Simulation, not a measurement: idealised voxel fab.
The process module that follows is named voxel wiring stack.
The width of the displayed cross-section, cut, is 245 nm; its cells are square, with a size of 5 nm.
A cross-section in this document is a grid of square cells, and it is written down as bands, the top band listed before the ones below it; a band is made up of one or more rows of cells.
The band entry comprises the height of the band's top followed by the height of its bottom, expressed in nm, and subsequently the band's materials from left to right, each stated together with its width in nm. Where a single material is marked with the word "throughout", that material fills the band from edge to edge. The word "air" represents empty space.
Height 0 is the level under which the wafer as received is all one material. The lowest band goes on downwards, as in "0 nm and below".
Width spec "30 to 40" -> top row of cells at first value, bottom row at second value, equal per-row change in between.
What does "changes: none" mean for a step? It means no cell of the cross-section changed in that step.
Any empty space of 8 cells or more lacking an open way to the top shows up in "Trapped cavities" as width x height at distance, distance from the left edge, in nm.
That trailing text on a step's line, after the settings, is the simulator's own remark on the step.
overlay nm: how far to the right of its planned place the mask lay on this masked step (negative: to the left).

### The following list gives the planned process steps
step 1: RECEIVE (material Si)
step 2: CONFORMAL_DEP (material SiO2; thk nm 10)
step 3: CONFORMAL_DEP (material SiN; thk nm 5)
step 4: DIRECTIONAL_DEP (material lowk; thk nm 20)
step 5: PATTERN (tone open; mask id METAL_1; material resist; width nm 30; pitch nm 45; thk nm 15; overlay nm 0)
step 6: DIRECTIONAL_ETCH (etch materials lowk; depth nm 20)
step 7: DIRECTIONAL_ETCH (etch materials SiN; depth nm 5)
step 8: STRIP (etch materials resist)
step 9: CONFORMAL_DEP (material TiN; thk nm 5)
step 10: FILL_DEP (material Ru; thk nm 5)
step 11: CMP (height nm 35)
step 12: EPI (material Ru; thk nm 5)
step 13: FILL_DEP (material SiCN; thk nm 5)
step 14: DIRECTIONAL_DEP (material lowk; thk nm 35)
step 15: DIRECTIONAL_DEP (material aC; thk nm 10)
step 16: PATTERN (tone open; mask id METAL_2; material resist; width nm 30; pitch nm 45; thk nm 25; overlay nm 0)
step 17: DIRECTIONAL_ETCH (etch materials aC; depth nm 10)
step 18: STRIP (etch materials resist)
step 19: DIRECTIONAL_ETCH (etch materials lowk; depth nm 20)
step 20: STRIP (etch materials aC)
step 21: DIRECTIONAL_DEP (material aC; thk nm 10)
step 22: PATTERN (tone open; mask id METAL_2_HOLES; material resist; width nm 15; thk nm 30; overlay nm -15)
step 23: DIRECTIONAL_ETCH (etch materials aC; depth nm 10)
step 24: STRIP (etch materials resist)
step 25: DIRECTIONAL_ETCH (etch materials lowk; depth nm 15)
step 26: DIRECTIONAL_ETCH (etch materials SiCN; depth nm 5)
step 27: STRIP (etch materials aC)
step 28: CONFORMAL_DEP (material TiN; thk nm 5)
step 29: FILL_DEP (material Cu; thk nm 5)
step 30: CMP (height nm 80)
step 31: CONFORMAL_DEP (material SiCN; thk nm 5)
Keep in mind the plan's value for the overlay nm of step 22 comes from the first wafer; the wafers don't share that setting, but they do share the same starting point.

### Cross-sectional view of the first of several wafers in the as-received condition, corresponding to the state following step 1
0 nm and below = Si throughout
Trapped cavities: none

### each wafer at the end: cells of each material gained (+) or lost (-) since it was received, then its closed voids
overlay nm -15; +30 Cu; +48 Ru; +131 SiCN; +37 SiN; +98 SiO2; +55 TiN; +434 lowk; Trapped cavities: none
overlay nm -10; +28 Cu; +48 Ru; +130 SiCN; +37 SiN; +98 SiO2; +58 TiN; +434 lowk; Trapped cavities: none
overlay nm -5; +26 Cu; +48 Ru; +129 SiCN; +37 SiN; +98 SiO2; +61 TiN; +434 lowk; Trapped cavities: none
overlay nm 0; +28 Cu; +48 Ru; +128 SiCN; +37 SiN; +98 SiO2; +60 TiN; +434 lowk; Trapped cavities: none
overlay nm 5; +28 Cu; +48 Ru; +128 SiCN; +37 SiN; +98 SiO2; +60 TiN; +434 lowk; Trapped cavities: none
overlay nm 10; +28 Cu; +48 Ru; +128 SiCN; +37 SiN; +98 SiO2; +60 TiN; +434 lowk; Trapped cavities: none
overlay nm 15; +28 Cu; +48 Ru; +128 SiCN; +37 SiN; +98 SiO2; +60 TiN; +434 lowk; Trapped cavities: none
